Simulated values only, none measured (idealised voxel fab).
process module | voxel trench capacitor
Square cell edge 5 nm, section width 245 nm, ID cut.
A cross-section is written here as square cells arranged in a grid, and it is given in bands from the top down, each band taking up one or more rows of cells.
For a band, the entry starts with two heights in nm, that of the top and then that of the bottom, and carries on with the band's materials in order from left to right, each alongside its width in nm; the word "edge to edge" beside a single material means it fills the band edge to edge, and "air" means empty space.
Heights are measured from 0, the level below which the as-received wafer is all one material; the lowest band has no bottom and continues downward, written as in "z 0 and below".
Top row gets the first number, bottom row gets the second, and each row in between changes by the same step: that is how a band width like "30->40" works.
What does "nothing changed" mean for a step? It means no cell of the cross-section changed in that step.
Any empty space of 8 cells or more lacking an open way to the top shows up in "Encapsulated voids" as width x height at distance, distance from the left edge, in nm.
What comes after the settings on a step's line is commentary from the simulator itself on that step.
For masked steps, "overlay nm" on the step line gives how far right of plan the mask actually lay; a minus sign means it lay to the left.

plan
1) RECEIVE with material Si
2) CONFORMAL_DEP with material SiN, thk nm 5
3) DIRECTIONAL_DEP with material aC, thk nm 15
4) PATTERN with tone open, mask id TRENCH, material resist, width nm 15, pitch nm 35, thk nm 35, overlay nm 0
5) DIRECTIONAL_ETCH with etch materials aC, depth nm 15
6) STRIP with etch materials resist
7) DIRECTIONAL_ETCH with etch materials SiN, depth nm 5
8) DIRECTIONAL_ETCH with etch materials Si, depth nm 35
9) STRIP with etch materials aC
10) CONFORMAL_DEP with material SiO2, thk nm 5
11) FILL_DEP with material polySi, thk nm 10
12) CMP with height nm 5

First of the two wafers, run per plan

as received, after step 1
  z 0 and below  Si edge to edge
  Encapsulated voids: none

Upon completion of step 2, the wafer appears in cross-section as shown
  z 5 to 0  SiN edge to edge
  Under 0: no change, same as before.

Upon completion of step 3, the wafer appears in cross-section as shown
  z 20 to 5  aC edge to edge
  Under 5: no change, same as before.

Upon completion of step 4, the wafer appears in cross-section as shown
  z 55 to 20  resist (95) / air (15) / resist (20) / air (15) / resist (100)
  Under 20: no change, same as before.

Upon completion of step 5, the wafer appears in cross-section as shown
  z 40 to 20  resist (95) / air (15) / resist (20) / air (15) / resist (100)
  z 20 to 5  aC (95) / air (15) / aC (20) / air (15) / aC (100)
  Under 5: no change, same as before.

Upon completion of step 6, the wafer appears in cross-section as shown
  z 20 to 5  aC (95) / air (15) / aC (20) / air (15) / aC (100)
  Under 5: no change, same as before.

Upon completion of step 7, the wafer appears in cross-section as shown
  z 20 to 5  aC (95) / air (15) / aC (20) / air (15) / aC (100)
  z 5 to 0  SiN (95) / air (15) / SiN (20) / air (15) / SiN (100)
  Under 0: no change, same as before.

Upon completion of step 8, the wafer appears in cross-section as shown
  z 20 to 5  aC (95) / air (15) / aC (20) / air (15) / aC (100)
  z 5 to 0  SiN (95) / air (15) / SiN (20) / air (15) / SiN (100)
  z 0 to -35  Si (95) / air (15) / Si (20) / air (15) / Si (100)
  Under -35: no change, same as before.

Upon completion of step 9, the wafer appears in cross-section as shown
  z 5 to 0  SiN (95) / air (15) / SiN (20) / air (15) / SiN (100)
  Under 0: no change, same as before.

Upon completion of step 10, the wafer appears in cross-section as shown
  z 10 to 5  SiO2 (100) / air (5) / SiO2 (30) / air (5) / SiO2 (105)
  z 5 to 0  SiN (95) / SiO2 (5) / air (5) / SiO2 (5) / SiN (20) / SiO2 (5) / air (5) / SiO2 (5) / SiN (100)
  z 0 to -30  Si (95) / SiO2 (5) / air (5) / SiO2 (5) / Si (20) / SiO2 (5) / air (5) / SiO2 (5) / Si (100)
  z -30 to -35  Si (95) / SiO2 (15) / Si (20) / SiO2 (15) / Si (100)
  Under -35: no change, same as before.

Upon completion of step 11, the wafer appears in cross-section as shown
  z 20 to 10  polySi edge to edge
  z 10 to 5  SiO2 (100) / polySi (5) / SiO2 (30) / polySi (5) / SiO2 (105)
  z 5 to 0  SiN (95) / SiO2 (5) / polySi (5) / SiO2 (5) / SiN (20) / SiO2 (5) / polySi (5) / SiO2 (5) / SiN (100)
  z 0 to -30  Si (95) / SiO2 (5) / polySi (5) / SiO2 (5) / Si (20) / SiO2 (5) / polySi (5) / SiO2 (5) / Si (100)
  Under -30: no change, same as before.

Upon completion of step 12, the wafer appears in cross-section as shown
  z 5 to 0  SiN (95) / SiO2 (5) / polySi (5) / SiO2 (5) / SiN (20) / SiO2 (5) / polySi (5) / SiO2 (5) / SiN (100)
  Under 0: no change, same as before.

Companion wafer, the second of two: same beginning, same intended sequence, one mistake in carrying it out; through step 7 inclusive it tracks the first exactly

Cross-section: second wafer, time at which step 8 was scheduled to end
  z 5 to 0  SiN (95) / air (15) / SiN (20) / air (15) / SiN (100)
  Under 0: no change, same as before.

Cross-section: second wafer, time at which step 9 was scheduled to end
  z 5 to 0  SiN (95) / air (15) / SiN (20) / air (15) / SiN (100)
  z 0 to -35  Si (95) / air (15) / Si (20) / air (15) / Si (100)
  Under -35: no change, same as before.

Cross-section: second wafer, time at which step 10 was scheduled to end
  z 10 to 5  SiO2 (100) / air (5) / SiO2 (30) / air (5) / SiO2 (105)
  z 5 to 0  SiN (95) / SiO2 (5) / air (5) / SiO2 (5) / SiN (20) / SiO2 (5) / air (5) / SiO2 (5) / SiN (100)
  z 0 to -30  Si (95) / SiO2 (5) / air (5) / SiO2 (5) / Si (20) / SiO2 (5) / air (5) / SiO2 (5) / Si (100)
  z -30 to -35  Si (95) / SiO2 (15) / Si (20) / SiO2 (15) / Si (100)
  Under -35: no change, same as before.

Cross-section: second wafer, time at which step 11 was scheduled to end
  z 20 to 10  polySi edge to edge
  z 10 to 5  SiO2 (100) / polySi (5) / SiO2 (30) / polySi (5) / SiO2 (105)
  z 5 to 0  SiN (95) / SiO2 (5) / polySi (5) / SiO2 (5) / SiN (20) / SiO2 (5) / polySi (5) / SiO2 (5) / SiN (100)
  z 0 to -30  Si (95) / SiO2 (5) / polySi (5) / SiO2 (5) / Si (20) / SiO2 (5) / polySi (5) / SiO2 (5) / Si (100)
  Under -30: no change, same as before.

Cross-section: second wafer, time at which step 12 was scheduled to end
  z 5 to 0  SiN (95) / SiO2 (5) / polySi (5) / SiO2 (5) / SiN (20) / SiO2 (5) / polySi (5) / SiO2 (5) / SiN (100)
  Under 0: no change, same as before.
Against the plan, the run slipped here: steps 8 and 9: order swapped relative to plan
If you compare the two wafers at the end, their cross-sections are the same, so as far as this model is concerned the mistake changes nothing.
